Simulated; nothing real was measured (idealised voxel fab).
Process module heading - voxel trench capacitor
Section shown: cut. Width: 245 nm. Cell size: 5 nm, square.
When this document writes out a cross-section, it uses a grid of square cells and lists it as bands, beginning at the top and moving down, with a band standing for one or more rows of cells.
Basically the band line says how high the top is and how high the bottom is, in nm, and then what's in it from left to right, every material with its width in nm. Empty space shows up as "air", and if a single material carries "edge to edge" it runs the full band edge to edge.
Heights from 0 (as-received wafer is one material below). Bottom band endless downward, as "from 0 down".
A two-number width, for instance "30..40", indicates that the width is equal to the first number in the top row of the band and to the second number in the bottom row, and that it changes by a constant amount per row of cells.
Key: "stayed the same" - step with no changed cell in the cross-section.
"Closed internal cavities" lists enclosed empty spaces (at least 8 cells, no open path upward to the top), each as width x height at distance from the left edge, in nm.
On each step's line, the part that comes after the settings is the simulator's own comment on the step.
overlay nm: mask offset rightward from planned place, masked step; negative means leftward offset.
[The steps planned for the process are as follows]
- 1: RECEIVE with material Si
- 2: CONFORMAL_DEP with material SiN, thk nm 5
- 3: PATTERN with tone open, mask id TRENCH, material resist, width nm 30, pitch nm 45, thk nm 15, overlay nm -15
- 4: DIRECTIONAL_ETCH with etch materials SiN, depth nm 5
- 5: DIRECTIONAL_ETCH with etch materials Si, depth nm 40
- 6: STRIP with etch materials resist
- 7: CONFORMAL_DEP with material HfO2, thk nm 5
- 8: CONFORMAL_DEP with material TiN, thk nm 5
- 9: FILL_DEP with material W, thk nm 5
- 10: CMP with height nm 5
Every wafer here starts from the same state; it is the step 3 overlay nm that distinguishes them, and the value the plan gives belongs to the first wafer.
[Cross-section of the first of several wafers on receipt, reflecting completion of step 1]
	from 0 down = Si edge to edge
	Closed internal cavities: none
[The figure below presents a cross-section of the first of several wafers at the conclusion of the module, following its last step, step 10]
	from 5 to 0 = SiN=25 | HfO2=5 | TiN=5 | W=10 | TiN=5 | HfO2=5 | SiN=15 | HfO2=5 | TiN=5 | W=10 | TiN=5 | HfO2=5 | SiN=15 | HfO2=5 | TiN=5 | W=10 | TiN=5 | HfO2=5 | SiN=15 | HfO2=5 | TiN=5 | W=10 | TiN=5 | HfO2=5 | SiN=55
	from 0 to -30 = Si=25 | HfO2=5 | TiN=5 | W=10 | TiN=5 | HfO2=5 | Si=15 | HfO2=5 | TiN=5 | W=10 | TiN=5 | HfO2=5 | Si=15 | HfO2=5 | TiN=5 | W=10 | TiN=5 | HfO2=5 | Si=15 | HfO2=5 | TiN=5 | W=10 | TiN=5 | HfO2=5 | Si=55
	from -30 to -35 = Si=25 | HfO2=5 | TiN=20 | HfO2=5 | Si=15 | HfO2=5 | TiN=20 | HfO2=5 | Si=15 | HfO2=5 | TiN=20 | HfO2=5 | Si=15 | HfO2=5 | TiN=20 | HfO2=5 | Si=55
	from -35 to -40 = Si=25 | HfO2=30 | Si=15 | HfO2=30 | Si=15 | HfO2=30 | Si=15 | HfO2=30 | Si=55
	from -40 down = Si edge to edge
	Closed internal cavities: none
[Here we cross-sectioned the last of the wafers once the module was done]
	from 5 to 0 = SiN=55 | HfO2=5 | TiN=5 | W=10 | TiN=5 | HfO2=5 | SiN=15 | HfO2=5 | TiN=5 | W=10 | TiN=5 | HfO2=5 | SiN=15 | HfO2=5 | TiN=5 | W=10 | TiN=5 | HfO2=5 | SiN=15 | HfO2=5 | TiN=5 | W=10 | TiN=5 | HfO2=5 | SiN=25
	from 0 to -30 = Si=55 | HfO2=5 | TiN=5 | W=10 | TiN=5 | HfO2=5 | Si=15 | HfO2=5 | TiN=5 | W=10 | TiN=5 | HfO2=5 | Si=15 | HfO2=5 | TiN=5 | W=10 | TiN=5 | HfO2=5 | Si=15 | HfO2=5 | TiN=5 | W=10 | TiN=5 | HfO2=5 | Si=25
	from -30 to -35 = Si=55 | HfO2=5 | TiN=20 | HfO2=5 | Si=15 | HfO2=5 | TiN=20 | HfO2=5 | Si=15 | HfO2=5 | TiN=20 | HfO2=5 | Si=15 | HfO2=5 | TiN=20 | HfO2=5 | Si=25
	from -35 to -40 = Si=55 | HfO2=30 | Si=15 | HfO2=30 | Si=15 | HfO2=30 | Si=15 | HfO2=30 | Si=25
	from -40 down = Si edge to edge
	Closed internal cavities: none
[The rows of the table below are wafers. Looking at the end of the module, a row counts, for every material, the cells the wafer has gained, shown as (+), or lost, shown as (-), since it was received; its closed voids come next]
overlay nm -15 | +88 HfO2 | -192 Si | +25 SiN | +72 TiN | +56 W | Closed internal cavities: none
overlay nm -10 | +88 HfO2 | -192 Si | +25 SiN | +72 TiN | +56 W | Closed internal cavities: none
overlay nm -5 | +88 HfO2 | -192 Si | +25 SiN | +72 TiN | +56 W | Closed internal cavities: none
overlay nm 0 | +88 HfO2 | -192 Si | +25 SiN | +72 TiN | +56 W | Closed internal cavities: none
overlay nm 5 | +88 HfO2 | -192 Si | +25 SiN | +72 TiN | +56 W | Closed internal cavities: none
overlay nm 10 | +88 HfO2 | -192 Si | +25 SiN | +72 TiN | +56 W | Closed internal cavities: none
overlay nm 15 | +88 HfO2 | -192 Si | +25 SiN | +72 TiN | +56 W | Closed internal cavities: none
